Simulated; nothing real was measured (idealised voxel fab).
process module | voxel self aligned vias
cross-section cut | 190 nm wide | cells 5 nm
A cross-section is a grid of square cells, given in bands from the top down. A band is one or more rows of cells.
Each band's line starts with the height of the band's top and of its bottom, in nm. Then come its materials from left to right, each with its width in nm. One material with "throughout" fills the band from edge to edge. "air" is empty space.
Height 0 is the level under which the wafer as received is all one material. The lowest band goes on downwards, as in "0 down".
A width such as "30 to 40" changes by the same amount from each row of cells to the next, from the band's top row to its bottom row.
"no change" after a step means that no cell of the cross-section changed.
closed voids: empty space of 8 cells or more with no open way to the top, each as width x height at its distance from the left edge, in nm
after a step's settings: what the simulator itself notes on the step
overlay nm, on a step with a mask: how far to the right of its planned place the mask lay; to the left if negative
plan
1 op RECEIVE | material Si
2 op CONFORMAL_DEP | material SiO2 | thk nm 10
3 op CONFORMAL_DEP | material SiCN | thk nm 5
4 op DIRECTIONAL_DEP | material lowk | thk nm 20
5 op PATTERN | tone open | mask id LINES | material resist | width nm 25 | pitch nm 65 | thk nm 20 | overlay nm 0
6 op DIRECTIONAL_ETCH | etch materials lowk | depth nm 20
7 op STRIP | etch materials resist
8 op CONFORMAL_DEP | material TiN | thk nm 5
9 op FILL_DEP | material Ru | thk nm 10
10 op CMP | height nm 35
11 op SELECTIVE_ETCH | etch materials W Ru TiN | depth nm 5
12 op FILL_DEP | material SiN | thk nm 5
13 op CMP | height nm 35
14 op DIRECTIONAL_DEP | material lowk | thk nm 20
15 op MASKED_ETCH | tone open | mask id VIAS | width nm 35 | etch materials lowk | depth nm 20 | overlay nm 0
16 op MASKED_ETCH | tone open | mask id VIAS | width nm 35 | etch materials SiN | depth nm 5 | overlay nm 0
17 op CONFORMAL_DEP | material TiN | thk nm 5
18 op FILL_DEP | material Ru | thk nm 5
19 op CMP | height nm 55
20 op CONFORMAL_DEP | material SiCN | thk nm 5
as received, after step 1
  0 down: Si throughout
  closed voids: none
first wafer at the end, as planned
  60 to 55: SiCN throughout
  55 to 40: lowk 45 | TiN 5 | Ru 25 | TiN 5 | lowk 110
  40 to 35: lowk 45 | TiN 10 | Ru 15 | TiN 10 | lowk 110
  35 to 30: lowk 50 | TiN 25 | lowk 40 | SiN 25 | lowk 50
  30 to 20: lowk 50 | TiN 5 | Ru 15 | TiN 5 | lowk 40 | TiN 5 | Ru 15 | TiN 5 | lowk 50
  20 to 15: lowk 50 | TiN 25 | lowk 40 | TiN 25 | lowk 50
  15 to 10: SiCN throughout
  10 to 0: SiO2 throughout
  0 down: Si throughout
  closed voids: none
second wafer at the end: like start, like plan, one mistake
  60 to 55: SiCN throughout
  55 to 40: lowk 50 | TiN 5 | Ru 20 | TiN 5 | lowk 110
  40 to 35: lowk 50 | TiN 5 | Ru 15 | TiN 10 | lowk 110
  35 to 30: lowk 50 | TiN 25 | lowk 40 | SiN 25 | lowk 50
  30 to 20: lowk 50 | TiN 5 | Ru 15 | TiN 5 | lowk 40 | TiN 5 | Ru 15 | TiN 5 | lowk 50
  20 to 15: lowk 50 | TiN 25 | lowk 40 | TiN 25 | lowk 50
  15 to 10: SiCN throughout
  10 to 0: SiO2 throughout
  0 down: Si throughout
  closed voids: none
what went wrong: step 15 ran as: op MASKED_ETCH | tone open | mask id VIAS | width nm 30 | etch materials lowk | depth nm 20 | overlay nm 0
at the end the second wafer has, in cells: 3 fewer of Ru | 1 fewer of TiN | 4 more of lowk
